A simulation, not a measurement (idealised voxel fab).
Proc. module: voxel self aligned vias
Cross-section cut spans 225 nm and uses square cells 5 nm in size.
In this document a cross-section is written as a grid of square cells. It is given as a series of bands, listed from the top down, and a band is one or more rows of cells.
Within each band entry, the heights of the top and of the bottom of the band appear first, in that order and in nm; the materials of the band then follow from left to right, each with its corresponding width in nm. The designation "edge to edge" on a single material indicates that it fills the band from edge to edge; the designation "blank" indicates empty space.
Where do heights start? At 0: under that level the wafer as delivered is made of one material only. And the lowest band has no floor; it just carries on downward, as in "top 0, no bottom".
A width given as "30 to 40" starts at the first number in the band's top row and ends at the second number in its bottom row, shifting by an equal amount at every step from row to row.
The designation "remains unaltered", where it is given for a processing step, indicates that no cell of the cross-section was altered in the course of that step.
"Closed void inventory" - sealed voids, min. 8 cells, no opening to top; format: width x height at distance (distance from left edge; nm throughout).
On a step's line, text after the settings is the simulator commenting on that step.
"overlay nm" denotes, for a step that has a mask, the displacement of the mask to the right of its planned place, with negative values corresponding to the left.
## This section lists the process steps that were planned
1) RECEIVE: material Si
2) CONFORMAL_DEP: material SiO2, thk nm 15
3) CONFORMAL_DEP: material SiCN, thk nm 5
4) DIRECTIONAL_DEP: material SiO2, thk nm 30
5) DIRECTIONAL_DEP: material aC, thk nm 15
6) PATTERN: tone open, mask id LINES, material resist, width nm 20, pitch nm 55, thk nm 30, overlay nm 0
7) DIRECTIONAL_ETCH: etch materials aC, depth nm 15
8) STRIP: etch materials resist
9) DIRECTIONAL_ETCH: etch materials SiO2, depth nm 30
10) STRIP: etch materials aC
11) CONFORMAL_DEP: material TiN, thk nm 5
12) FILL_DEP: material Ru, thk nm 5
13) CMP: height nm 50
14) SELECTIVE_ETCH: etch materials W Ru TiN, depth nm 5
15) FILL_DEP: material SiN, thk nm 10
16) CMP: height nm 50
17) DIRECTIONAL_DEP: material SiO2, thk nm 15
18) PATTERN: tone open, mask id VIAS, material resist, width nm 40, pitch nm 55, thk nm 15, overlay nm 0
19) DIRECTIONAL_ETCH: etch materials SiO2, depth nm 15
20) DIRECTIONAL_ETCH: etch materials SiN, depth nm 5
21) STRIP: etch materials resist
22) CONFORMAL_DEP: material TiN, thk nm 5
23) FILL_DEP: material Cu, thk nm 5
24) CMP: height nm 65
25) CONFORMAL_DEP: material SiN, thk nm 5
## Shown in cross-section is the wafer as received, that is, as it stands after step 1
    top 0, no bottom | Si edge to edge
    Closed void inventory: none
## As-planned run: cross-section of the first of two wafers at end of module
    top 70, bottom 65 | SiN edge to edge
    top 65, bottom 55 | SiO2: 65; TiN: 5; Cu: 30; TiN: 5; SiO2: 15; TiN: 5; Cu: 30; TiN: 5; SiO2: 65
    top 55, bottom 50 | SiO2: 65; TiN: 15; Cu: 10; TiN: 15; SiO2: 15; TiN: 15; Cu: 10; TiN: 15; SiO2: 65
    top 50, bottom 45 | SiO2: 75; TiN: 20; SiO2: 35; TiN: 20; SiO2: 75
    top 45, bottom 25 | SiO2: 75; TiN: 5; Ru: 10; TiN: 5; SiO2: 35; TiN: 5; Ru: 10; TiN: 5; SiO2: 75
    top 25, bottom 20 | SiO2: 75; TiN: 20; SiO2: 35; TiN: 20; SiO2: 75
    top 20, bottom 15 | SiCN edge to edge
    top 15, bottom 0 | SiO2 edge to edge
    top 0, no bottom | Si edge to edge
    Closed void inventory: none
## Wafer two cross-section, module end. Start and plan unchanged from wafer one; one mistake made during the run
    top 70, bottom 65 | SiN edge to edge
    top 65, bottom 50 | SiO2: 65; TiN: 5; Cu: 30; TiN: 5; SiO2: 15; TiN: 5; Cu: 30; TiN: 5; SiO2: 65
    top 50, bottom 45 | SiN: 65; TiN: 40; SiN: 15; TiN: 40; SiN: 65
    top 45, bottom 20 | SiO2: 75; TiN: 5; Ru: 10; TiN: 5; SiO2: 35; TiN: 5; Ru: 10; TiN: 5; SiO2: 75
    top 20, bottom 15 | SiO2: 75; TiN: 20; SiO2: 35; TiN: 20; SiO2: 75
    top 15, bottom 0 | SiO2 edge to edge
    top 0, no bottom | Si edge to edge
    Closed void inventory: none
What broke from the plan during processing? plan step 3 never ran because it was skipped
End check, counted in cells, second wafer has more or fewer of these materials than the first: +8 Cu; +4 Ru; -45 SiCN; +29 SiN; +4 TiN
